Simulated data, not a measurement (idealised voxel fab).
Process module name: voxel capacitor over wiring
155 nm wide, 5 nm square cells: that's cross-section cut.
Notation: cross-section as square-cell grid; stated in bands, top first, going down; one or more cell rows per band. Basically the band line says how high the top is and how high the bottom is, in nm, and then what's in it from left to right, every material with its width in nm. Empty space shows up as "empty", and if a single material carries "edge to edge" it runs the full band edge to edge. Heights are reckoned from 0. Under this level, the received wafer is all of one material. The bottommost band is open-ended downward, for example "0 nm and below". The two numbers in a width such as "30 to 40" mark its ends across the band: the first belongs to the top row of cells, the second to the bottom row, and from each row to the next the width moves by the same amount. What does "no change occurred" mean for a step? It means no cell of the cross-section changed in that step. Empty spaces without an open route to the top, at least 8 cells in extent, make up the entry "Closed void catalog"; each is given as width x height at distance, where the distance is measured from the left edge, and all are in nm. Formally, on a step line, whatever follows the settings is a remark that the simulator itself makes on the step. "overlay nm" denotes, for a step that has a mask, the displacement of the mask to the right of its planned place, with negative values corresponding to the left.

[The planned process steps are enumerated hereunder]
step 1: RECEIVE with material Si
step 2: CONFORMAL_DEP with material SiO2, thk nm 10
step 3: CONFORMAL_DEP with material SiN, thk nm 5
step 4: DIRECTIONAL_DEP with material SiO2, thk nm 25
step 5: DIRECTIONAL_DEP with material aC, thk nm 10
step 6: PATTERN with tone open, mask id METAL_1, material resist, width nm 25, pitch nm 80, thk nm 25, overlay nm 0
step 7: DIRECTIONAL_ETCH with etch materials aC, depth nm 10
step 8: STRIP with etch materials resist
step 9: DIRECTIONAL_ETCH with etch materials SiO2, depth nm 25
step 10: DIRECTIONAL_ETCH with etch materials SiN, depth nm 5
step 11: STRIP with etch materials aC
step 12: CONFORMAL_DEP with material TiN, thk nm 5
step 13: FILL_DEP with material Cu, thk nm 5
step 14: CMP with height nm 40
step 15: CONFORMAL_DEP with material SiCN, thk nm 5
step 16: DIRECTIONAL_DEP with material lowk, thk nm 15
step 17: DIRECTIONAL_DEP with material aC, thk nm 15
step 18: PATTERN with tone open, mask id PLUG_1, material resist, width nm 15, thk nm 30, overlay nm 0
step 19: DIRECTIONAL_ETCH with etch materials aC, depth nm 15
step 20: STRIP with etch materials resist
step 21: DIRECTIONAL_ETCH with etch materials lowk, depth nm 15
step 22: DIRECTIONAL_ETCH with etch materials SiCN, depth nm 5
step 23: STRIP with etch materials aC
step 24: EPI with material Ru, thk nm 10
step 25: EPI with material Ru, thk nm 10
step 26: DIRECTIONAL_DEP with material TiN, thk nm 5
step 27: DIRECTIONAL_DEP with material Al2O3, thk nm 5
step 28: DIRECTIONAL_DEP with material TiN, thk nm 5
step 29: PATTERN with tone cover, mask id UPPER_PLATE, material resist, width nm 60, thk nm 15, overlay nm 0
step 30: DIRECTIONAL_ETCH with etch materials TiN, depth nm 5
step 31: DIRECTIONAL_ETCH with etch materials Al2O3, depth nm 5
step 32: STRIP with etch materials resist
step 33: MASKED_ETCH with tone cover, mask id LOWER_PLATE, width nm 70, etch materials TiN, depth nm 5, overlay nm 0
step 34: FILL_DEP with material SiO2, thk nm 15
step 35: CMP with height nm 85
step 36: PATTERN with tone open, mask id PLUG_2, material resist, width nm 15, thk nm 15, overlay nm 0
step 37: DIRECTIONAL_ETCH with etch materials SiO2, depth nm 10
step 38: STRIP with etch materials resist
step 39: CONFORMAL_DEP with material TiN, thk nm 5
step 40: FILL_DEP with material W, thk nm 5
step 41: CMP with height nm 85
step 42: CONFORMAL_DEP with material SiN, thk nm 5

[As-received wafer cross-section (after step 1)]
	0 nm and below | Si edge to edge
	Closed void catalog: none

[Sectioned view, first of two wafers, at the close of the module, processed as intended in the plan]
	90 nm to 85 nm | SiN edge to edge
	85 nm to 80 nm | SiO2 45 | TiN 5 | W 5 | TiN 5 | SiO2 95
	80 nm to 70 nm | SiO2 45 to 35 | TiN 15 to 60 | SiO2 95 to 60
	70 nm to 65 nm | SiO2 35 | Al2O3 60 | SiO2 60
	65 nm to 60 nm | SiO2 30 | TiN 70 | SiO2 55
	60 nm to 45 nm | lowk 35 | Ru 15 | lowk 105
	45 nm to 40 nm | SiCN 35 | Ru 15 | SiCN 105
	40 nm to 15 nm | SiO2 25 | TiN 5 | Cu 15 | TiN 5 | SiO2 55 | TiN 5 | Cu 15 | TiN 5 | SiO2 25
	15 nm to 10 nm | SiN 25 | TiN 25 | SiN 55 | TiN 25 | SiN 25
	10 nm to 0 nm | SiO2 edge to edge
	0 nm and below | Si edge to edge
	Closed void catalog: none

[Cross-section, wafer two of two, end of module: same start and plan as wafer one, one error in execution]
	90 nm to 85 nm | SiN edge to edge
	85 nm to 80 nm | SiO2 45 | TiN 5 | W 5 | TiN 5 | SiO2 95
	80 nm to 70 nm | SiO2 45 to 40 | TiN 15 to 55 | SiO2 95 to 60
	70 nm to 65 nm | SiO2 40 | Al2O3 55 | SiO2 60
	65 nm to 60 nm | SiO2 30 | TiN 70 | SiO2 55
	60 nm to 45 nm | lowk 35 | Ru 15 | lowk 105
	45 nm to 40 nm | SiCN 35 | Ru 15 | SiCN 105
	40 nm to 15 nm | SiO2 25 | TiN 5 | Cu 15 | TiN 5 | SiO2 55 | TiN 5 | Cu 15 | TiN 5 | SiO2 25
	15 nm to 10 nm | SiN 25 | TiN 25 | SiN 55 | TiN 25 | SiN 25
	10 nm to 0 nm | SiO2 edge to edge
	0 nm and below | Si edge to edge
	Closed void catalog: none
What was the processing mistake? step 29, actual vs plan mismatch, actual run PATTERN with tone cover, mask id UPPER_PLATE, material resist, width nm 55, thk nm 15, overlay nm 0
In the final state, the cell counts of the second wafer exceed or fall short of those of the first for the following materials: -1 Al2O3; +2 SiO2; -1 TiN
